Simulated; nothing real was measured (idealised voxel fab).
This is a process module. Its name is voxel gate over fins.
Cross-section cut: width 265 nm, square cells of 5 nm.
Throughout this document, each cross-section is represented as a grid of square cells and is presented as a sequence of bands enumerated from the top downward, where a band comprises one or more rows of cells. Band: top and bottom heights (nm) first, top before bottom; then materials from left to right, widths in nm. "edge to edge" marks a sole material filling the band edge to edge. "air" denotes empty space. Heights are reckoned from 0. Under this level, the received wafer is all of one material. The bottommost band is open-ended downward, for example "0..down". Top row gets the first number, bottom row gets the second, and each row in between changes by the same step: that is how a band width like "30->40" works. Where a step carries "remained the same", the cross-section came out of it unchanged, cell for cell. Unvented internal voids: empty space of 8 cells or more with no open way to the top, each as width x height at its distance from the left edge, in nm. On a step's line, text after the settings is the simulator commenting on that step. When a step includes a mask, the "overlay nm" setting on its line states how far to the right of its planned place that mask lay, and negative values state how far to the left.

-- The planned process steps are enumerated hereunder
1 RECEIVE | material Si
2 CONFORMAL_DEP | material SiN | thk nm 10
3 MASKED_ETCH | tone cover | mask id FINS | width nm 15 | pitch nm 45 | etch materials SiN | depth nm 10 | overlay nm 0
4 MASKED_ETCH | tone cover | mask id FINS | width nm 15 | pitch nm 45 | etch materials Si | depth nm 40 | overlay nm 0
5 FILL_DEP | material SiO2 | thk nm 5
6 CMP | height nm 10
7 SELECTIVE_ETCH | etch materials SiO2 | depth nm 25
8 STRIP | etch materials SiN
9 CONFORMAL_DEP | material HfO2 | thk nm 5
10 CONFORMAL_DEP | material TiN | thk nm 5
11 FILL_DEP | material W | thk nm 15
12 CMP | height nm 20
13 CONFORMAL_DEP | material SiCN | thk nm 10

-- Shown in cross-section is the wafer as received, that is, as it stands after step 1
  0..down = Si edge to edge
  Unvented internal voids: none

-- Cross-section taken at module completion on the first of two wafers; processed per the plan
  30..20 = SiCN edge to edge
  20..10 = W edge to edge
  10..5 = W=70, TiN=35, W=10, TiN=35, W=10, TiN=35, W=70
  5..0 = W=70, TiN=5, HfO2=25, TiN=5, W=10, TiN=5, HfO2=25, TiN=5, W=10, TiN=5, HfO2=25, TiN=5, W=70
  0..-5 = W=70, TiN=5, HfO2=5, Si=15, HfO2=5, TiN=5, W=10, TiN=5, HfO2=5, Si=15, HfO2=5, TiN=5, W=10, TiN=5, HfO2=5, Si=15, HfO2=5, TiN=5, W=70
  -5..-10 = TiN=75, HfO2=5, Si=15, HfO2=5, TiN=20, HfO2=5, Si=15, HfO2=5, TiN=20, HfO2=5, Si=15, HfO2=5, TiN=75
  -10..-15 = HfO2=80, Si=15, HfO2=30, Si=15, HfO2=30, Si=15, HfO2=80
  -15..-40 = SiO2=80, Si=15, SiO2=30, Si=15, SiO2=30, Si=15, SiO2=80
  -40..down = Si edge to edge
  Unvented internal voids: none

-- second wafer at the end: like start, like plan, one mistake
  30..20 = SiCN edge to edge
  20..10 = W edge to edge
  10..5 = W=70, TiN=35, W=10, TiN=35, W=10, TiN=35, W=70
  5..0 = W=70, TiN=5, HfO2=25, TiN=5, W=10, TiN=5, HfO2=25, TiN=5, W=10, TiN=5, HfO2=25, TiN=5, W=70
  0..-5 = W=70, TiN=5, HfO2=5, Si=15, HfO2=5, TiN=5, W=10, TiN=5, HfO2=5, Si=15, HfO2=5, TiN=5, W=10, TiN=5, HfO2=5, Si=15, HfO2=5, TiN=5, W=70
  -5..-10 = TiN=65, W=5, TiN=5, HfO2=5, Si=15, HfO2=5, TiN=5, W=10, TiN=5, HfO2=5, Si=15, HfO2=5, TiN=5, W=10, TiN=5, HfO2=5, Si=15, HfO2=5, TiN=5, W=5, TiN=65
  -10..-15 = HfO2=60, TiN=5, W=5, TiN=5, HfO2=5, Si=15, HfO2=5, TiN=5, W=10, TiN=5, HfO2=5, Si=15, HfO2=5, TiN=5, W=10, TiN=5, HfO2=5, Si=15, HfO2=5, TiN=5, W=5, TiN=5, HfO2=60
  -15..-20 = SiO2=55, HfO2=5, TiN=15, HfO2=5, Si=15, HfO2=5, TiN=20, HfO2=5, Si=15, HfO2=5, TiN=20, HfO2=5, Si=15, HfO2=5, TiN=15, HfO2=5, SiO2=55
  -20..-25 = SiO2=55, HfO2=25, Si=15, HfO2=30, Si=15, HfO2=30, Si=15, HfO2=25, SiO2=55
  -25..-40 = SiO2=80, Si=15, SiO2=30, Si=15, SiO2=30, Si=15, SiO2=80
  -40..down = Si edge to edge
  Unvented internal voids: none
Finding, execution versus plan: so 7 and 8 got swapped relative to the plan, each ran where the other was supposed to
Final tally in cells, some materials are higher or lower on the second wafer than on the first: HfO2: 16 more; SiO2: 44 fewer; TiN: 16 more; W: 12 more
